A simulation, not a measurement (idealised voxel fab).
This section sets out a process module, namely voxel wiring stack.
We display cut, a cross-section 220 nm in width whose square cells are each 5 nm.
The cross-sections in this document take the form of a grid made of square cells. They are written out as bands, in order from top to bottom. Each band consists of one or more rows of cells.
The entry gives the band's vertical extent as a top height and a bottom height in nm, then its horizontal make-up as materials from left to right, each with a width in nm. "air" stands for empty space; a single material marked "everywhere" fills the band edge to edge.
Heights from 0 (as-received wafer is one material below). Bottom band endless downward, as "top 0, no bottom".
A two-number width, for instance "30 to 40", indicates that the width is equal to the first number in the top row of the band and to the second number in the bottom row, and that it changes by a constant amount per row of cells.
When a step is marked "remains unaltered", none of the cells in the cross-section changed during that step.
Closed empty spaces (no open way to the top) of 8 cells or more are what "Sealed internal cavities" lists, each as width x height at distance from the left edge, nm for all three.
Past the settings on a step's line: simulator remark, on that step.
Among the settings permitted on a step's line is "overlay nm"; applied to a step with a mask, it specifies the extent to which the mask lay to the right of its planned position, whereas a negative figure signifies a position to the left.

## The planned process steps are enumerated hereunder
- 1: RECEIVE, material Si
- 2: CONFORMAL_DEP, material SiO2, thk nm 15
- 3: CONFORMAL_DEP, material SiN, thk nm 5
- 4: DIRECTIONAL_DEP, material SiO2, thk nm 25
- 5: DIRECTIONAL_DEP, material aC, thk nm 15
- 6: PATTERN, tone open, mask id METAL_1, material resist, width nm 30, pitch nm 50, thk nm 35, overlay nm 0
- 7: DIRECTIONAL_ETCH, etch materials aC, depth nm 15
- 8: STRIP, etch materials resist
- 9: DIRECTIONAL_ETCH, etch materials SiO2, depth nm 25
- 10: DIRECTIONAL_ETCH, etch materials SiN, depth nm 5
- 11: STRIP, etch materials aC
- 12: CONFORMAL_DEP, material TiN, thk nm 5
- 13: FILL_DEP, material W, thk nm 5
- 14: CMP, height nm 45
- 15: EPI, material Ru, thk nm 5
- 16: FILL_DEP, material SiCN, thk nm 5
- 17: DIRECTIONAL_DEP, material lowk, thk nm 35
- 18: MASKED_ETCH, tone open, mask id METAL_2, width nm 30, pitch nm 50, etch materials lowk, depth nm 20, overlay nm 0
- 19: MASKED_ETCH, tone open, mask id METAL_2_HOLES, width nm 15, pitch nm 50, etch materials lowk, depth nm 15, overlay nm 0
- 20: MASKED_ETCH, tone open, mask id METAL_2_HOLES, width nm 15, pitch nm 50, etch materials SiCN, depth nm 5, overlay nm 0
- 21: CONFORMAL_DEP, material TiN, thk nm 5
- 22: FILL_DEP, material Cu, thk nm 10
- 23: CMP, height nm 90
- 24: CONFORMAL_DEP, material SiCN, thk nm 5

## as received, after step 1
    top 0, no bottom: Si everywhere
    Sealed internal cavities: none

## First of two wafers at the end of the module, shown in cross-section; run carried out as planned
    top 95, bottom 90: SiCN everywhere
    top 90, bottom 75: 20 lowk  5 TiN  20 Cu  5 TiN  20 lowk  5 TiN  20 Cu  5 TiN  20 lowk  5 TiN  20 Cu  5 TiN  20 lowk  5 TiN  20 Cu  5 TiN  20 lowk
    top 75, bottom 70: 20 lowk  5 TiN  5 Cu  20 TiN  20 lowk  5 TiN  5 Cu  20 TiN  20 lowk  5 TiN  5 Cu  20 TiN  20 lowk  5 TiN  5 Cu  20 TiN  20 lowk
    top 70, bottom 55: 20 lowk  5 TiN  5 Cu  5 TiN  35 lowk  5 TiN  5 Cu  5 TiN  35 lowk  5 TiN  5 Cu  5 TiN  35 lowk  5 TiN  5 Cu  5 TiN  35 lowk
    top 55, bottom 50: 20 SiCN  15 TiN  35 SiCN  15 TiN  35 SiCN  15 TiN  35 SiCN  15 TiN  35 SiCN
    top 50, bottom 45: 15 SiCN  40 Ru  10 SiCN  40 Ru  10 SiCN  40 Ru  10 SiCN  40 Ru  15 SiCN
    top 45, bottom 20: 20 SiO2  5 TiN  20 W  5 TiN  20 SiO2  5 TiN  20 W  5 TiN  20 SiO2  5 TiN  20 W  5 TiN  20 SiO2  5 TiN  20 W  5 TiN  20 SiO2
    top 20, bottom 15: 20 SiN  30 TiN  20 SiN  30 TiN  20 SiN  30 TiN  20 SiN  30 TiN  20 SiN
    top 15, bottom 0: SiO2 everywhere
    top 0, no bottom: Si everywhere
    Sealed internal cavities: none

## This cross-section belongs to the second wafer of two at the end of the module; the start and the plan were shared with the first, and the run included one mistake
    top 95, bottom 90: SiCN everywhere
    top 90, bottom 85: 20 SiCN  15 TiN  35 SiCN  15 TiN  35 SiCN  15 TiN  35 SiCN  15 TiN  35 SiCN
    top 85, bottom 80: 15 SiCN  40 lowk  10 SiCN  40 lowk  10 SiCN  40 lowk  10 SiCN  40 lowk  15 SiCN
    top 80, bottom 50: lowk everywhere
    top 50, bottom 45: 15 lowk  40 Ru  10 lowk  40 Ru  10 lowk  40 Ru  10 lowk  40 Ru  15 lowk
    top 45, bottom 20: 20 SiO2  5 TiN  20 W  5 TiN  20 SiO2  5 TiN  20 W  5 TiN  20 SiO2  5 TiN  20 W  5 TiN  20 SiO2  5 TiN  20 W  5 TiN  20 SiO2
    top 20, bottom 15: 20 SiN  30 TiN  20 SiN  30 TiN  20 SiN  30 TiN  20 SiN  30 TiN  20 SiN
    top 15, bottom 0: SiO2 everywhere
    top 0, no bottom: Si everywhere
    Sealed internal cavities: none
Heads up, the wafer didn't run the way we planned it: note: step 16 <-> step 17, run order reversed vs plan
Final difference in cells, second wafer against first, listed per material as more or fewer: 64 fewer of Cu | 68 fewer of TiN | 132 more of lowk
